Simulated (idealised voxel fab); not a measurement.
Process module heading - voxel ribs on slabs
FYI the section here is cut, 215 nm wide, cells are 5 nm squares.
If you're reading a cross-section in this doc, picture square cells in a grid; it comes to you as bands, top ones listed first down to the bottom, and a band can be one or more rows of cells. Read a band's entry like this: the first values are the height of its top and the height of its bottom in nm, and what follows is the sequence of materials from left to right, each with its width in nm. Note that "empty" is empty space, and that a single material marked "full width" reaches across the band from edge to edge. The reference from which all heights are counted is 0, the level beneath which the as-received wafer is entirely one material; the lowest band, having no lower bound, proceeds downward and is written after the example "0..down". A two-number width, for instance "30..40", indicates that the width is equal to the first number in the top row of the band and to the second number in the bottom row, and that it changes by a constant amount per row of cells. Reading "no alterations made" for a step: not a cell of the cross-section changed in it. "Closed void list" specifies each empty space that is not open to the top and that occupies no fewer than 8 cells, using the form width x height at distance, the distance measured from the left edge and all three quantities in nm. Past the settings on a step's line: simulator remark, on that step. overlay nm: mask right of planned place by this much (step with mask). Neg. = left.
[Intended process steps]
1: RECEIVE, material Si
2: DIRECTIONAL_DEP, material SiO2, thk nm 25
3: DIRECTIONAL_DEP, material SiN, thk nm 15
4: PATTERN, tone cover, mask id RIB, material resist, width nm 25, thk nm 15, overlay nm 0
5: DIRECTIONAL_ETCH, etch materials SiN, depth nm 5
6: STRIP, etch materials resist
7: PATTERN, tone cover, mask id SLAB, material resist, width nm 55, thk nm 15, overlay nm 0
8: DIRECTIONAL_ETCH, etch materials SiN, depth nm 10
9: STRIP, etch materials resist
10: FILL_DEP, material SiO2, thk nm 25
11: CMP, height nm 60
12: DIRECTIONAL_DEP, material TiN, thk nm 10
13: DIRECTIONAL_DEP, material aC, thk nm 15
14: PATTERN, tone cover, mask id HEATER, material resist, width nm 35, thk nm 35, overlay nm 0
15: DIRECTIONAL_ETCH, etch materials aC, depth nm 15
16: STRIP, etch materials resist
17: DIRECTIONAL_ETCH, etch materials TiN, depth nm 10
18: STRIP, etch materials aC
19: CONFORMAL_DEP, material SiO2, thk nm 10
[First wafer out of two, processed as planned]
[Wafer as received: cross-section following step 1]
- 0..down  Si full width
- Closed void list: none
[Sectional view: wafer, after step 2]
- 25..0  SiO2 full width
- Heights below 0 show no change.
[Sectional view: wafer, after step 3]
- 40..25  SiN full width
- Heights below 25 show no change.
[Sectional view: wafer, after step 4]
- 55..40  empty (95) / resist (25) / empty (95)
- Heights below 40 show no change.
[Sectional view: wafer, after step 5]
- 55..40  empty (95) / resist (25) / empty (95)
- 40..35  empty (95) / SiN (25) / empty (95)
- Heights below 35 show no change.
[Sectional view: wafer, after step 6]
- 40..35  empty (95) / SiN (25) / empty (95)
- Heights below 35 show no change.
[Sectional view: wafer, after step 7]
- 55..40  empty (80) / resist (55) / empty (80)
- 40..35  empty (80) / resist (15) / SiN (25) / resist (15) / empty (80)
- Heights below 35 show no change.
[Sectional view: wafer, after step 8]
- 55..40  empty (80) / resist (55) / empty (80)
- 40..35  empty (80) / resist (15) / SiN (25) / resist (15) / empty (80)
- 35..25  empty (80) / SiN (55) / empty (80)
- Heights below 25 show no change.
[Sectional view: wafer, after step 9]
- 40..35  empty (95) / SiN (25) / empty (95)
- Heights below 35 show no change.
[Sectional view: wafer, after step 10]
- 65..40  SiO2 full width
- 40..35  SiO2 (95) / SiN (25) / SiO2 (95)
- 35..25  SiO2 (80) / SiN (55) / SiO2 (80)
- Heights below 25 show no change.
[Sectional view: wafer, after step 11]
- 60..40  SiO2 full width
- Heights below 40 show no change.
[Sectional view: wafer, after step 12]
- 70..60  TiN full width
- Heights below 60 show no change.
[Sectional view: wafer, after step 13]
- 85..70  aC full width
- Heights below 70 show no change.
[Sectional view: wafer, after step 14]
- 120..85  empty (90) / resist (35) / empty (90)
- Heights below 85 show no change.
[Sectional view: wafer, after step 15]
- 105..85  empty (90) / resist (35) / empty (90)
- 85..70  empty (90) / aC (35) / empty (90)
- Heights below 70 show no change.
[Sectional view: wafer, after step 16]
- 85..70  empty (90) / aC (35) / empty (90)
- Heights below 70 show no change.
[Sectional view: wafer, after step 17]
- 85..70  empty (90) / aC (35) / empty (90)
- 70..60  empty (90) / TiN (35) / empty (90)
- Heights below 60 show no change.
[Sectional view: wafer, after step 18]
- 70..60  empty (90) / TiN (35) / empty (90)
- Heights below 60 show no change.
[Sectional view: wafer, after step 19]
- 80..70  empty (80) / SiO2 (55) / empty (80)
- 70..60  SiO2 (90) / TiN (35) / SiO2 (90)
- Heights below 60 show no change.
[Second wafer, same starting state and plan as the first, one mistake in the run, identical through step 2]
[Second wafer: cross-section at the scheduled end of step 3]
- 40..25  empty (95) / resist (25) / empty (95)
- Heights below 25 show no change.
[Second wafer: cross-section at the scheduled end of step 4]
- 55..40  empty (95) / SiN (25) / empty (95)
- 40..25  SiN (95) / resist (25) / SiN (95)
- Heights below 25 show no change.
[Second wafer: cross-section at the scheduled end of step 5]
- 50..40  empty (95) / SiN (25) / empty (95)
- 40..35  empty (95) / resist (25) / empty (95)
- Heights below 35 show no change.
[Second wafer: cross-section at the scheduled end of step 6]
- 35..25  SiN (95) / empty (25) / SiN (95)
- Heights below 25 show no change.
[Second wafer: cross-section at the scheduled end of step 7]
- 50..35  empty (80) / resist (55) / empty (80)
- 35..25  SiN (95) / resist (25) / SiN (95)
- Heights below 25 show no change.
[Second wafer: cross-section at the scheduled end of step 8]
- 50..35  empty (80) / resist (55) / empty (80)
- 35..25  empty (80) / SiN (15) / resist (25) / SiN (15) / empty (80)
- Heights below 25 show no change.
[Second wafer: cross-section at the scheduled end of step 9]
- 35..25  empty (80) / SiN (15) / empty (25) / SiN (15) / empty (80)
- Heights below 25 show no change.
[Second wafer: cross-section at the scheduled end of step 10]
- 60..35  SiO2 full width
- 35..25  SiO2 (80) / SiN (15) / SiO2 (25) / SiN (15) / SiO2 (80)
- Heights below 25 show no change.
Second wafer: cross-section at the scheduled end of step 11: no alterations made
[Second wafer: cross-section at the scheduled end of step 12]
- 70..60  TiN full width
- Heights below 60 show no change.
[Second wafer: cross-section at the scheduled end of step 13]
- 85..70  aC full width
- Heights below 70 show no change.
[Second wafer: cross-section at the scheduled end of step 14]
- 120..85  empty (90) / resist (35) / empty (90)
- Heights below 85 show no change.
[Second wafer: cross-section at the scheduled end of step 15]
- 105..85  empty (90) / resist (35) / empty (90)
- 85..70  empty (90) / aC (35) / empty (90)
- Heights below 70 show no change.
[Second wafer: cross-section at the scheduled end of step 16]
- 85..70  empty (90) / aC (35) / empty (90)
- Heights below 70 show no change.
[Second wafer: cross-section at the scheduled end of step 17]
- 85..70  empty (90) / aC (35) / empty (90)
- 70..60  empty (90) / TiN (35) / empty (90)
- Heights below 60 show no change.
[Second wafer: cross-section at the scheduled end of step 18]
- 70..60  empty (90) / TiN (35) / empty (90)
- Heights below 60 show no change.
[Second wafer: cross-section at the scheduled end of step 19]
- 80..70  empty (80) / SiO2 (55) / empty (80)
- 70..60  SiO2 (90) / TiN (35) / SiO2 (90)
- Heights below 60 show no change.
Plan not followed: steps 3 and 4 of the plan were run in the wrong order, each in the other's place
Materials where the second wafer ends with more or fewer cells than the first: SiN -15, SiO2 +15
